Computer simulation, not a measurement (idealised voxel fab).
process module | voxel self aligned vias
cross-section cut | 175 nm wide | cells 5 nm
A cross-section is a grid of square cells, given in bands from the top down. A band is one or more rows of cells.
Each band's line starts with the height of the band's top and of its bottom, in nm. Then come its materials from left to right, each with its width in nm. One material with "throughout" fills the band from edge to edge. "air" is empty space.
Height 0 is the level under which the wafer as received is all one material. The lowest band goes on downwards, as in "0 down".
A width such as "30 to 40" changes by the same amount from each row of cells to the next, from the band's top row to its bottom row.
"no change" after a step means that no cell of the cross-section changed.
closed voids: empty space of 8 cells or more with no open way to the top, each as width x height at its distance from the left edge, in nm
after a step's settings: what the simulator itself notes on the step
overlay nm, on a step with a mask: how far to the right of its planned place the mask lay; to the left if negative
plan
1 op RECEIVE | material Si
2 op CONFORMAL_DEP | material SiO2 | thk nm 15
3 op CONFORMAL_DEP | material SiCN | thk nm 5
4 op DIRECTIONAL_DEP | material lowk | thk nm 30
5 op DIRECTIONAL_DEP | material aC | thk nm 15
6 op PATTERN | tone open | mask id LINES | material resist | width nm 25 | pitch nm 65 | thk nm 35 | overlay nm 0
7 op DIRECTIONAL_ETCH | etch materials aC | depth nm 15
8 op STRIP | etch materials resist
9 op DIRECTIONAL_ETCH | etch materials lowk | depth nm 30
10 op STRIP | etch materials aC
11 op CONFORMAL_DEP | material TiN | thk nm 5
12 op FILL_DEP | material W | thk nm 5
13 op CMP | height nm 50
14 op SELECTIVE_ETCH | etch materials W Ru TiN | depth nm 10
15 op FILL_DEP | material SiN | thk nm 10
16 op CMP | height nm 50
17 op DIRECTIONAL_DEP | material lowk | thk nm 20
18 op DIRECTIONAL_DEP | material aC | thk nm 10
19 op PATTERN | tone open | mask id VIAS | material resist | width nm 35 | thk nm 30 | overlay nm 0
20 op DIRECTIONAL_ETCH | etch materials aC | depth nm 10
21 op STRIP | etch materials resist
22 op DIRECTIONAL_ETCH | etch materials lowk | depth nm 20
23 op DIRECTIONAL_ETCH | etch materials SiN | depth nm 10
24 op STRIP | etch materials aC
25 op CONFORMAL_DEP | material TiN | thk nm 5
26 op FILL_DEP | material W | thk nm 10
27 op CMP | height nm 70
28 op CONFORMAL_DEP | material SiN | thk nm 5
first wafer, as planned
as received, after step 1
  0 down: Si throughout
  closed voids: none
after step 2
  15 to 0: SiO2 throughout
  below 0: unchanged
after step 3
  20 to 15: SiCN throughout
  below 15: unchanged
after step 4
  50 to 20: lowk throughout
  below 20: unchanged
after step 5
  65 to 50: aC throughout
  below 50: unchanged
after step 6
  100 to 65: resist 40 | air 25 | resist 40 | air 25 | resist 45
  below 65: unchanged
after step 7
  85 to 65: resist 40 | air 25 | resist 40 | air 25 | resist 45
  65 to 50: aC 40 | air 25 | aC 40 | air 25 | aC 45
  below 50: unchanged
after step 8
  65 to 50: aC 40 | air 25 | aC 40 | air 25 | aC 45
  below 50: unchanged
after step 9
  65 to 50: aC 40 | air 25 | aC 40 | air 25 | aC 45
  50 to 20: lowk 40 | air 25 | lowk 40 | air 25 | lowk 45
  below 20: unchanged
after step 10
  50 to 20: lowk 40 | air 25 | lowk 40 | air 25 | lowk 45
  below 20: unchanged
after step 11
  55 to 50: TiN 45 | air 15 | TiN 50 | air 15 | TiN 50
  50 to 25: lowk 40 | TiN 5 | air 15 | TiN 5 | lowk 40 | TiN 5 | air 15 | TiN 5 | lowk 45
  25 to 20: lowk 40 | TiN 25 | lowk 40 | TiN 25 | lowk 45
  below 20: unchanged
after step 12
  60 to 55: W throughout
  55 to 50: TiN 45 | W 15 | TiN 50 | W 15 | TiN 50
  50 to 25: lowk 40 | TiN 5 | W 15 | TiN 5 | lowk 40 | TiN 5 | W 15 | TiN 5 | lowk 45
  below 25: unchanged
after step 13
  50 to 25: lowk 40 | TiN 5 | W 15 | TiN 5 | lowk 40 | TiN 5 | W 15 | TiN 5 | lowk 45
  below 25: unchanged
after step 14
  50 to 40: lowk 40 | air 25 | lowk 40 | air 25 | lowk 45
  below 40: unchanged
after step 15
  60 to 50: SiN throughout
  50 to 40: lowk 40 | SiN 25 | lowk 40 | SiN 25 | lowk 45
  below 40: unchanged
after step 16
  50 to 40: lowk 40 | SiN 25 | lowk 40 | SiN 25 | lowk 45
  below 40: unchanged
after step 17
  70 to 50: lowk throughout
  below 50: unchanged
after step 18
  80 to 70: aC throughout
  below 70: unchanged
after step 19
  110 to 80: resist 35 | air 35 | resist 105
  below 80: unchanged
after step 20
  100 to 80: resist 35 | air 35 | resist 105
  80 to 70: aC 35 | air 35 | aC 105
  below 70: unchanged
after step 21
  80 to 70: aC 35 | air 35 | aC 105
  below 70: unchanged
after step 22
  80 to 70: aC 35 | air 35 | aC 105
  70 to 50: lowk 35 | air 35 | lowk 105
  below 50: unchanged
after step 23
  80 to 70: aC 35 | air 35 | aC 105
  70 to 50: lowk 35 | air 35 | lowk 105
  50 to 40: lowk 40 | air 25 | lowk 40 | SiN 25 | lowk 45
  below 40: unchanged
after step 24
  70 to 50: lowk 35 | air 35 | lowk 105
  below 50: unchanged
after step 25
  75 to 70: TiN 40 | air 25 | TiN 110
  70 to 55: lowk 35 | TiN 5 | air 25 | TiN 5 | lowk 105
  55 to 50: lowk 35 | TiN 10 | air 15 | TiN 10 | lowk 105
  50 to 45: lowk 40 | TiN 5 | air 15 | TiN 5 | lowk 40 | SiN 25 | lowk 45
  45 to 40: lowk 40 | TiN 25 | lowk 40 | SiN 25 | lowk 45
  below 40: unchanged
after step 26
  85 to 75: W throughout
  75 to 70: TiN 40 | W 25 | TiN 110
  70 to 55: lowk 35 | TiN 5 | W 25 | TiN 5 | lowk 105
  55 to 50: lowk 35 | TiN 10 | W 15 | TiN 10 | lowk 105
  50 to 45: lowk 40 | TiN 5 | W 15 | TiN 5 | lowk 40 | SiN 25 | lowk 45
  below 45: unchanged
after step 27
  70 to 55: lowk 35 | TiN 5 | W 25 | TiN 5 | lowk 105
  below 55: unchanged
after step 28
  75 to 70: SiN throughout
  below 70: unchanged
second wafer: like start, like plan, one mistake. Through step 5 it matches the first wafer
when step 6 should have ended
  100 to 65: air 40 | resist 25 | air 40 | resist 25 | air 45
  below 65: unchanged
when step 7 should have ended
  85 to 65: air 40 | resist 25 | air 40 | resist 25 | air 45
  65 to 50: air 40 | aC 25 | air 40 | aC 25 | air 45
  below 50: unchanged
when step 8 should have ended
  65 to 50: air 40 | aC 25 | air 40 | aC 25 | air 45
  below 50: unchanged
when step 9 should have ended
  65 to 50: air 40 | aC 25 | air 40 | aC 25 | air 45
  50 to 20: air 40 | lowk 25 | air 40 | lowk 25 | air 45
  below 20: unchanged
when step 10 should have ended
  50 to 20: air 40 | lowk 25 | air 40 | lowk 25 | air 45
  below 20: unchanged
when step 11 should have ended
  55 to 50: air 35 | TiN 35 | air 30 | TiN 35 | air 40
  50 to 25: air 35 | TiN 5 | lowk 25 | TiN 5 | air 30 | TiN 5 | lowk 25 | TiN 5 | air 40
  25 to 20: TiN 40 | lowk 25 | TiN 40 | lowk 25 | TiN 45
  below 20: unchanged
when step 12 should have ended
  60 to 55: W throughout
  55 to 50: W 35 | TiN 35 | W 30 | TiN 35 | W 40
  50 to 25: W 35 | TiN 5 | lowk 25 | TiN 5 | W 30 | TiN 5 | lowk 25 | TiN 5 | W 40
  below 25: unchanged
when step 13 should have ended
  50 to 25: W 35 | TiN 5 | lowk 25 | TiN 5 | W 30 | TiN 5 | lowk 25 | TiN 5 | W 40
  below 25: unchanged
when step 14 should have ended
  50 to 40: air 40 | lowk 25 | air 40 | lowk 25 | air 45
  below 40: unchanged
when step 15 should have ended
  60 to 50: SiN throughout
  50 to 40: SiN 40 | lowk 25 | SiN 40 | lowk 25 | SiN 45
  below 40: unchanged
when step 16 should have ended
  50 to 40: SiN 40 | lowk 25 | SiN 40 | lowk 25 | SiN 45
  below 40: unchanged
when step 17 should have ended
  70 to 50: lowk throughout
  below 50: unchanged
when step 18 should have ended
  80 to 70: aC throughout
  below 70: unchanged
when step 19 should have ended
  110 to 80: resist 35 | air 35 | resist 105
  below 80: unchanged
when step 20 should have ended
  100 to 80: resist 35 | air 35 | resist 105
  80 to 70: aC 35 | air 35 | aC 105
  below 70: unchanged
when step 21 should have ended
  80 to 70: aC 35 | air 35 | aC 105
  below 70: unchanged
when step 22 should have ended
  80 to 70: aC 35 | air 35 | aC 105
  70 to 50: lowk 35 | air 35 | lowk 105
  below 50: unchanged
when step 23 should have ended
  80 to 70: aC 35 | air 35 | aC 105
  70 to 50: lowk 35 | air 35 | lowk 105
  50 to 40: SiN 35 | air 5 | lowk 25 | air 5 | SiN 35 | lowk 25 | SiN 45
  below 40: unchanged
when step 24 should have ended
  70 to 50: lowk 35 | air 35 | lowk 105
  below 50: unchanged
when step 25 should have ended
  75 to 70: TiN 40 | air 25 | TiN 110
  70 to 55: lowk 35 | TiN 5 | air 25 | TiN 5 | lowk 105
  55 to 50: lowk 35 | TiN 35 | lowk 105
  50 to 40: SiN 35 | TiN 5 | lowk 25 | TiN 5 | SiN 35 | lowk 25 | SiN 45
  below 40: unchanged
when step 26 should have ended
  85 to 75: W throughout
  75 to 70: TiN 40 | W 25 | TiN 110
  70 to 55: lowk 35 | TiN 5 | W 25 | TiN 5 | lowk 105
  below 55: unchanged
when step 27 should have ended
  70 to 55: lowk 35 | TiN 5 | W 25 | TiN 5 | lowk 105
  below 55: unchanged
when step 28 should have ended
  75 to 70: SiN throughout
  below 70: unchanged
what went wrong: step 6 ran as: op PATTERN | tone cover | mask id LINES | material resist | width nm 25 | pitch nm 65 | thk nm 35 | overlay nm 0
at the end the second wafer has, in cells: 36 more of SiN | 15 more of TiN | 39 more of W | 90 fewer of lowk
